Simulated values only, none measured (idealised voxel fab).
This section sets out a process module, namely voxel ribs on slabs.
Cross-section cut spans 265 nm and uses square cells 5 nm in size.
Heads up, the way a cross-section reads in here is a grid of square cells, handed over as bands from the top down, with every band being one or more rows of cells. Band entry format. Leading values: height of top, height of bottom, nm. Remainder: materials in left-to-right order, each with its width in nm. Special words: "everywhere" on a single material, which then fills the band edge to edge; "empty", empty space. Height is counted from the level 0, under which the received wafer is composed throughout of one material. The lowest of the bands is not closed at the bottom but continues downward, in the notation "0 and below". A width such as "30 to 40" changes by the same amount from each row of cells to the next, from the band's top row to its bottom row. The designation "remained unchanged", where it is given for a processing step, indicates that no cell of the cross-section was altered in the course of that step. The entry "Non-vented voids" lists the empty spaces that cover at least 8 cells and have no open path to the top. Each is written as width x height at distance, where the distance is measured from the left edge and all three values are in nm. It should be noted that, on the line of a given step, the content following the step's settings is a remark produced by the simulator itself with respect to that step. For masked steps, "overlay nm" on the step line gives how far right of plan the mask actually lay; a minus sign means it lay to the left.

### Process steps (planned)
step 1: RECEIVE: material Si
step 2: DIRECTIONAL_DEP: material SiO2, thk nm 30
step 3: DIRECTIONAL_DEP: material SiN, thk nm 25
step 4: PATTERN: tone cover, mask id RIB, material resist, width nm 20, thk nm 15, overlay nm 0
step 5: DIRECTIONAL_ETCH: etch materials SiN, depth nm 15
step 6: STRIP: etch materials resist
step 7: PATTERN: tone cover, mask id SLAB, material resist, width nm 70, thk nm 20, overlay nm 0
step 8: DIRECTIONAL_ETCH: etch materials SiN, depth nm 10
step 9: STRIP: etch materials resist
step 10: FILL_DEP: material SiO2, thk nm 15
step 11: CMP: height nm 65
step 12: DIRECTIONAL_DEP: material W, thk nm 5
step 13: PATTERN: tone cover, mask id HEATER, material resist, width nm 30, thk nm 15, overlay nm 0
step 14: DIRECTIONAL_ETCH: etch materials W, depth nm 5
step 15: STRIP: etch materials resist
step 16: CONFORMAL_DEP: material SiO2, thk nm 10

### What follows covers the first of two wafers; it ran as planned

### Cross-section, incoming material, after step 1
0 and below | Si everywhere
Non-vented voids: none

### So this is the wafer cross-section right after step 2
30 down to 0 | SiO2 everywhere
Below 0, no change.

### So this is the wafer cross-section right after step 3
55 down to 30 | SiN everywhere
Below 30, no change.

### So this is the wafer cross-section right after step 4
70 down to 55 | 120 of empty / 20 of resist / 125 of empty
Below 55, no change.

### So this is the wafer cross-section right after step 5
70 down to 55 | 120 of empty / 20 of resist / 125 of empty
55 down to 40 | 120 of empty / 20 of SiN / 125 of empty
Below 40, no change.

### So this is the wafer cross-section right after step 6
55 down to 40 | 120 of empty / 20 of SiN / 125 of empty
Below 40, no change.

### So this is the wafer cross-section right after step 7
75 down to 55 | 95 of empty / 70 of resist / 100 of empty
55 down to 40 | 95 of empty / 25 of resist / 20 of SiN / 25 of resist / 100 of empty
Below 40, no change.

### So this is the wafer cross-section right after step 8
75 down to 55 | 95 of empty / 70 of resist / 100 of empty
55 down to 40 | 95 of empty / 25 of resist / 20 of SiN / 25 of resist / 100 of empty
40 down to 30 | 95 of empty / 70 of SiN / 100 of empty
Below 30, no change.

### So this is the wafer cross-section right after step 9
55 down to 40 | 120 of empty / 20 of SiN / 125 of empty
Below 40, no change.

### So this is the wafer cross-section right after step 10
70 down to 55 | SiO2 everywhere
55 down to 40 | 120 of SiO2 / 20 of SiN / 125 of SiO2
40 down to 30 | 95 of SiO2 / 70 of SiN / 100 of SiO2
Below 30, no change.

### So this is the wafer cross-section right after step 11
65 down to 55 | SiO2 everywhere
Below 55, no change.

### So this is the wafer cross-section right after step 12
70 down to 65 | W everywhere
Below 65, no change.

### So this is the wafer cross-section right after step 13
85 down to 70 | 115 of empty / 30 of resist / 120 of empty
Below 70, no change.

### So this is the wafer cross-section right after step 14
85 down to 70 | 115 of empty / 30 of resist / 120 of empty
70 down to 65 | 115 of empty / 30 of W / 120 of empty
Below 65, no change.

### So this is the wafer cross-section right after step 15
70 down to 65 | 115 of empty / 30 of W / 120 of empty
Below 65, no change.

### So this is the wafer cross-section right after step 16
80 down to 75 | 105 of empty / 50 of SiO2 / 110 of empty
75 down to 70 | SiO2 everywhere
70 down to 65 | 115 of SiO2 / 30 of W / 120 of SiO2
Below 65, no change.

### second wafer: like start, like plan, one mistake. Through step 15 it matches the first wafer

Second wafer: cross-section at the scheduled end of step 16: remained unchanged
What went wrong in running the wafer? yeah, step 16 of the plan got skipped, never ran
Upon completion, the second wafer contains, in terms of cells, a greater or smaller amount of certain materials than the first wafer: SiO2: 110 fewer
